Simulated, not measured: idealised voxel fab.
The document below concerns the process module designated voxel capacitor over wiring.
Cross-section cut spans 210 nm and uses square cells 5 nm in size.
Cross-section format: a grid of square cells, given as bands from top to bottom; each band is one or more rows of cells. Per band: top height and bottom height in nm, followed by the left-to-right materials and their widths in nm; "full width" marks a single material spanning edge to edge, "air" marks empty space. Below 0: as-received wafer, all one material; heights counted from there. Lowest band: no bottom, goes on down, written "0..down". The two numbers in a width such as "30 to 40" mark its ends across the band: the first belongs to the top row of cells, the second to the bottom row, and from each row to the next the width moves by the same amount. Step marked "no change occurred"? Then no cell in the cross-section changed in it. You'll see "Closed internal cavities" listing empty spaces that have no way open to the top, as long as they're 8 cells or more; the notation is width x height at distance, where the distance is from the left edge, and all of it is in nm. Post-settings text on a step line: simulator's own remark regarding the step. For masked steps, "overlay nm" on the step line gives how far right of plan the mask actually lay; a minus sign means it lay to the left.

# Steps planned for the process
1 RECEIVE [material Si]
2 CONFORMAL_DEP [material SiO2] [thk nm 10]
3 CONFORMAL_DEP [material SiCN] [thk nm 5]
4 DIRECTIONAL_DEP [material SiO2] [thk nm 15]
5 PATTERN [tone open] [mask id METAL_1] [material resist] [width nm 30] [pitch nm 95] [thk nm 20] [overlay nm 0]
6 DIRECTIONAL_ETCH [etch materials SiO2] [depth nm 15]
7 DIRECTIONAL_ETCH [etch materials SiCN] [depth nm 5]
8 STRIP [etch materials resist]
9 CONFORMAL_DEP [material TiN] [thk nm 5]
10 FILL_DEP [material Cu] [thk nm 5]
11 CMP [height nm 30]
12 CONFORMAL_DEP [material SiCN] [thk nm 5]
13 DIRECTIONAL_DEP [material lowk] [thk nm 20]
14 PATTERN [tone open] [mask id PLUG_1] [material resist] [width nm 15] [thk nm 15] [overlay nm 0]
15 DIRECTIONAL_ETCH [etch materials lowk] [depth nm 20]
16 DIRECTIONAL_ETCH [etch materials SiCN] [depth nm 5]
17 STRIP [etch materials resist]
18 EPI [material Ru] [thk nm 10]
19 EPI [material Ru] [thk nm 10]
20 EPI [material Ru] [thk nm 5]
21 DIRECTIONAL_DEP [material TiN] [thk nm 5]
22 DIRECTIONAL_DEP [material HfO2] [thk nm 5]
23 DIRECTIONAL_DEP [material TiN] [thk nm 5]
24 MASKED_ETCH [tone cover] [mask id UPPER_PLATE] [width nm 70] [etch materials TiN] [depth nm 5] [overlay nm 0]
25 MASKED_ETCH [tone cover] [mask id UPPER_PLATE] [width nm 70] [etch materials HfO2] [depth nm 5] [overlay nm 0]
26 MASKED_ETCH [tone cover] [mask id LOWER_PLATE] [width nm 80] [etch materials TiN] [depth nm 5] [overlay nm 0]
27 FILL_DEP [material SiO2] [thk nm 15]
28 CMP [height nm 80]
29 DIRECTIONAL_DEP [material aC] [thk nm 15]
30 PATTERN [tone open] [mask id PLUG_2] [material resist] [width nm 15] [thk nm 30] [overlay nm 0]
31 DIRECTIONAL_ETCH [etch materials aC] [depth nm 15]
32 STRIP [etch materials resist]
33 DIRECTIONAL_ETCH [etch materials SiO2] [depth nm 10]
34 STRIP [etch materials aC]
35 CONFORMAL_DEP [material TiN] [thk nm 5]
36 FILL_DEP [material W] [thk nm 5]
37 CMP [height nm 80]
38 CONFORMAL_DEP [material SiN] [thk nm 5]

# So, the first of our two wafers, run just as we planned it

# Cross-section of the wafer at receipt, which is the condition after step 1
* 0..down = Si full width
* Closed internal cavities: none

# Sectional view: wafer, after step 2
* 10..0 = SiO2 full width
* Lower than 0, everything is as it was.

# Sectional view: wafer, after step 3
* 15..10 = SiCN full width
* Lower than 10, everything is as it was.

# Sectional view: wafer, after step 4
* 30..15 = SiO2 full width
* Lower than 15, everything is as it was.

# Sectional view: wafer, after step 5
* 50..30 = 40 nm resist | 30 nm air | 65 nm resist | 30 nm air | 45 nm resist
* Lower than 30, everything is as it was.

# Sectional view: wafer, after step 6
* 50..30 = 40 nm resist | 30 nm air | 65 nm resist | 30 nm air | 45 nm resist
* 30..15 = 40 nm SiO2 | 30 nm air | 65 nm SiO2 | 30 nm air | 45 nm SiO2
* Lower than 15, everything is as it was.

# Sectional view: wafer, after step 7
* 50..30 = 40 nm resist | 30 nm air | 65 nm resist | 30 nm air | 45 nm resist
* 30..15 = 40 nm SiO2 | 30 nm air | 65 nm SiO2 | 30 nm air | 45 nm SiO2
* 15..10 = 40 nm SiCN | 30 nm air | 65 nm SiCN | 30 nm air | 45 nm SiCN
* Lower than 10, everything is as it was.

# Sectional view: wafer, after step 8
* 30..15 = 40 nm SiO2 | 30 nm air | 65 nm SiO2 | 30 nm air | 45 nm SiO2
* Lower than 15, everything is as it was.

# Sectional view: wafer, after step 9
* 35..30 = 45 nm TiN | 20 nm air | 75 nm TiN | 20 nm air | 50 nm TiN
* 30..15 = 40 nm SiO2 | 5 nm TiN | 20 nm air | 5 nm TiN | 65 nm SiO2 | 5 nm TiN | 20 nm air | 5 nm TiN | 45 nm SiO2
* 15..10 = 40 nm SiCN | 30 nm TiN | 65 nm SiCN | 30 nm TiN | 45 nm SiCN
* Lower than 10, everything is as it was.

# Sectional view: wafer, after step 10
* 40..35 = Cu full width
* 35..30 = 45 nm TiN | 20 nm Cu | 75 nm TiN | 20 nm Cu | 50 nm TiN
* 30..15 = 40 nm SiO2 | 5 nm TiN | 20 nm Cu | 5 nm TiN | 65 nm SiO2 | 5 nm TiN | 20 nm Cu | 5 nm TiN | 45 nm SiO2
* Lower than 15, everything is as it was.

# Sectional view: wafer, after step 11
* 30..15 = 40 nm SiO2 | 5 nm TiN | 20 nm Cu | 5 nm TiN | 65 nm SiO2 | 5 nm TiN | 20 nm Cu | 5 nm TiN | 45 nm SiO2
* Lower than 15, everything is as it was.

# Sectional view: wafer, after step 12
* 35..30 = SiCN full width
* Lower than 30, everything is as it was.

# Sectional view: wafer, after step 13
* 55..35 = lowk full width
* Lower than 35, everything is as it was.

# Sectional view: wafer, after step 14
* 70..55 = 55 nm resist | 15 nm air | 140 nm resist
* Lower than 55, everything is as it was.

# Sectional view: wafer, after step 15
* 70..55 = 55 nm resist | 15 nm air | 140 nm resist
* 55..35 = 55 nm lowk | 15 nm air | 140 nm lowk
* Lower than 35, everything is as it was.

# Sectional view: wafer, after step 16
* 70..55 = 55 nm resist | 15 nm air | 140 nm resist
* 55..35 = 55 nm lowk | 15 nm air | 140 nm lowk
* 35..30 = 55 nm SiCN | 15 nm air | 140 nm SiCN
* Lower than 30, everything is as it was.

# Sectional view: wafer, after step 17
* 55..35 = 55 nm lowk | 15 nm air | 140 nm lowk
* Lower than 35, everything is as it was.

# Sectional view: wafer, after step 18
* 55..40 = 55 nm lowk | 15 nm air | 140 nm lowk
* 40..35 = 55 nm lowk | 15 nm Ru | 140 nm lowk
* 35..30 = 55 nm SiCN | 15 nm Ru | 140 nm SiCN
* Lower than 30, everything is as it was.

# Sectional view: wafer, after step 19
* 55..50 = 55 nm lowk | 15 nm air | 140 nm lowk
* 50..35 = 55 nm lowk | 15 nm Ru | 140 nm lowk
* Lower than 35, everything is as it was.

# Sectional view: wafer, after step 20
* 55..35 = 55 nm lowk | 15 nm Ru | 140 nm lowk
* Lower than 35, everything is as it was.

# Sectional view: wafer, after step 21
* 60..55 = TiN full width
* Lower than 55, everything is as it was.

# Sectional view: wafer, after step 22
* 65..60 = HfO2 full width
* Lower than 60, everything is as it was.

# Sectional view: wafer, after step 23
* 70..65 = TiN full width
* Lower than 65, everything is as it was.

# Sectional view: wafer, after step 24
* 70..65 = 55 nm air | 70 nm TiN | 85 nm air
* Lower than 65, everything is as it was.

# Sectional view: wafer, after step 25
* 70..65 = 55 nm air | 70 nm TiN | 85 nm air
* 65..60 = 55 nm air | 70 nm HfO2 | 85 nm air
* Lower than 60, everything is as it was.

# Sectional view: wafer, after step 26
* 70..65 = 55 nm air | 70 nm TiN | 85 nm air
* 65..60 = 55 nm air | 70 nm HfO2 | 85 nm air
* 60..55 = 50 nm air | 80 nm TiN | 80 nm air
* Lower than 55, everything is as it was.

# Sectional view: wafer, after step 27
* 85..70 = SiO2 full width
* 70..65 = 55 nm SiO2 | 70 nm TiN | 85 nm SiO2
* 65..60 = 55 nm SiO2 | 70 nm HfO2 | 85 nm SiO2
* 60..55 = 50 nm SiO2 | 80 nm TiN | 80 nm SiO2
* Lower than 55, everything is as it was.

# Sectional view: wafer, after step 28
* 80..70 = SiO2 full width
* Lower than 70, everything is as it was.

# Sectional view: wafer, after step 29
* 95..80 = aC full width
* Lower than 80, everything is as it was.

# Sectional view: wafer, after step 30
* 125..95 = 65 nm resist | 15 nm air | 130 nm resist
* Lower than 95, everything is as it was.

# Sectional view: wafer, after step 31
* 110..95 = 65 nm resist | 15 nm air | 130 nm resist
* 95..80 = 65 nm aC | 15 nm air | 130 nm aC
* Lower than 80, everything is as it was.

# Sectional view: wafer, after step 32
* 95..80 = 65 nm aC | 15 nm air | 130 nm aC
* Lower than 80, everything is as it was.

# Sectional view: wafer, after step 33
* 95..80 = 65 nm aC | 15 nm air | 130 nm aC
* 80..70 = 65 nm SiO2 | 15 nm air | 130 nm SiO2
* Lower than 70, everything is as it was.

# Sectional view: wafer, after step 34
* 80..70 = 65 nm SiO2 | 15 nm air | 130 nm SiO2
* Lower than 70, everything is as it was.

# Sectional view: wafer, after step 35
* 85..80 = 70 nm TiN | 5 nm air | 135 nm TiN
* 80..75 = 65 nm SiO2 | 5 nm TiN | 5 nm air | 5 nm TiN | 130 nm SiO2
* 75..65 = 65 to 55 nm SiO2 | 15 to 70 nm TiN | 130 to 85 nm SiO2
* Lower than 65, everything is as it was.

# Sectional view: wafer, after step 36
* 90..85 = W full width
* 85..80 = 70 nm TiN | 5 nm W | 135 nm TiN
* 80..75 = 65 nm SiO2 | 5 nm TiN | 5 nm W | 5 nm TiN | 130 nm SiO2
* Lower than 75, everything is as it was.

# Sectional view: wafer, after step 37
* 80..75 = 65 nm SiO2 | 5 nm TiN | 5 nm W | 5 nm TiN | 130 nm SiO2
* Lower than 75, everything is as it was.

# Sectional view: wafer, after step 38
* 85..80 = SiN full width
* Lower than 80, everything is as it was.

# The second wafer was prepared from the same starting point and under the same plan as the first; its processing contained one mistake, and it remains indistinguishable from the first wafer up to and including step 23

# Second wafer shown in cross-section at the time step 24 was slated to end
* 70..65 = 55 nm air | 75 nm TiN | 80 nm air
* Lower than 65, everything is as it was.

# Second wafer shown in cross-section at the time step 25 was slated to end
* 70..65 = 55 nm air | 75 nm TiN | 80 nm air
* 65..60 = 55 nm air | 75 nm HfO2 | 80 nm air
* Lower than 60, everything is as it was.

# Second wafer shown in cross-section at the time step 26 was slated to end
* 70..65 = 55 nm air | 75 nm TiN | 80 nm air
* 65..60 = 55 nm air | 75 nm HfO2 | 80 nm air
* 60..55 = 50 nm air | 80 nm TiN | 80 nm air
* Lower than 55, everything is as it was.

# Second wafer shown in cross-section at the time step 27 was slated to end
* 85..70 = SiO2 full width
* 70..65 = 55 nm SiO2 | 75 nm TiN | 80 nm SiO2
* 65..60 = 55 nm SiO2 | 75 nm HfO2 | 80 nm SiO2
* 60..55 = 50 nm SiO2 | 80 nm TiN | 80 nm SiO2
* Lower than 55, everything is as it was.

# Second wafer shown in cross-section at the time step 28 was slated to end
* 80..70 = SiO2 full width
* Lower than 70, everything is as it was.

# Second wafer shown in cross-section at the time step 29 was slated to end
* 95..80 = aC full width
* Lower than 80, everything is as it was.

# Second wafer shown in cross-section at the time step 30 was slated to end
* 125..95 = 65 nm resist | 15 nm air | 130 nm resist
* Lower than 95, everything is as it was.

# Second wafer shown in cross-section at the time step 31 was slated to end
* 110..95 = 65 nm resist | 15 nm air | 130 nm resist
* 95..80 = 65 nm aC | 15 nm air | 130 nm aC
* Lower than 80, everything is as it was.

# Second wafer shown in cross-section at the time step 32 was slated to end
* 95..80 = 65 nm aC | 15 nm air | 130 nm aC
* Lower than 80, everything is as it was.

# Second wafer shown in cross-section at the time step 33 was slated to end
* 95..80 = 65 nm aC | 15 nm air | 130 nm aC
* 80..70 = 65 nm SiO2 | 15 nm air | 130 nm SiO2
* Lower than 70, everything is as it was.

# Second wafer shown in cross-section at the time step 34 was slated to end
* 80..70 = 65 nm SiO2 | 15 nm air | 130 nm SiO2
* Lower than 70, everything is as it was.

# Second wafer shown in cross-section at the time step 35 was slated to end
* 85..80 = 70 nm TiN | 5 nm air | 135 nm TiN
* 80..75 = 65 nm SiO2 | 5 nm TiN | 5 nm air | 5 nm TiN | 130 nm SiO2
* 75..65 = 65 to 55 nm SiO2 | 15 to 75 nm TiN | 130 to 80 nm SiO2
* Lower than 65, everything is as it was.

# Second wafer shown in cross-section at the time step 36 was slated to end
* 90..85 = W full width
* 85..80 = 70 nm TiN | 5 nm W | 135 nm TiN
* 80..75 = 65 nm SiO2 | 5 nm TiN | 5 nm W | 5 nm TiN | 130 nm SiO2
* Lower than 75, everything is as it was.

# Second wafer shown in cross-section at the time step 37 was slated to end
* 80..75 = 65 nm SiO2 | 5 nm TiN | 5 nm W | 5 nm TiN | 130 nm SiO2
* Lower than 75, everything is as it was.

# Second wafer shown in cross-section at the time step 38 was slated to end
* 85..80 = SiN full width
* Lower than 80, everything is as it was.
Processing error: in deviation from the planned setting, step 24 was conducted as MASKED_ETCH [tone cover] [mask id UPPER_PLATE] [width nm 75] [etch materials TiN] [depth nm 5] [overlay nm 0]
The second wafer ends with more or fewer cells of some materials than the first, per final count: HfO2 +1, SiO2 -2, TiN +1
